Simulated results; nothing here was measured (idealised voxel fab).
process module | voxel lift off
cross-section cut | 245 nm wide | cells 5 nm
A cross-section is a grid of square cells, given in bands from the top down. A band is one or more rows of cells.
Each band's line starts with the height of the band's top and of its bottom, in nm. Then come its materials from left to right, each with its width in nm. One material with "throughout" fills the band from edge to edge. "air" is empty space.
Height 0 is the level under which the wafer as received is all one material. The lowest band goes on downwards, as in "0 down".
A width such as "30 to 40" changes by the same amount from each row of cells to the next, from the band's top row to its bottom row.
"no change" after a step means that no cell of the cross-section changed.
closed voids: empty space of 8 cells or more with no open way to the top, each as width x height at its distance from the left edge, in nm
after a step's settings: what the simulator itself notes on the step
overlay nm, on a step with a mask: how far to the right of its planned place the mask lay; to the left if negative
plan
1 op RECEIVE | material Si
2 op CONFORMAL_DEP | material SiO2 | thk nm 10
3 op PATTERN | tone open | mask id LINES | material resist | width nm 30 | pitch nm 45 | thk nm 30 | overlay nm 0
4 op DIRECTIONAL_DEP | material Ru | thk nm 15
5 op STRIP | etch materials resist
6 op CONFORMAL_DEP | material SiCN | thk nm 5
as received, after step 1
  0 down: Si throughout
  closed voids: none
a wafer at the end: this start, this plan, one mistake
  30 to 15: air 55 | Ru 40 | air 5 | Ru 40 | air 5 | Ru 40 | air 60
  15 to 10: Ru throughout
  10 to 0: SiO2 throughout
  0 down: Si throughout
  closed voids: none
what went wrong: step 6 ran as: op CONFORMAL_DEP | material Ru | thk nm 5
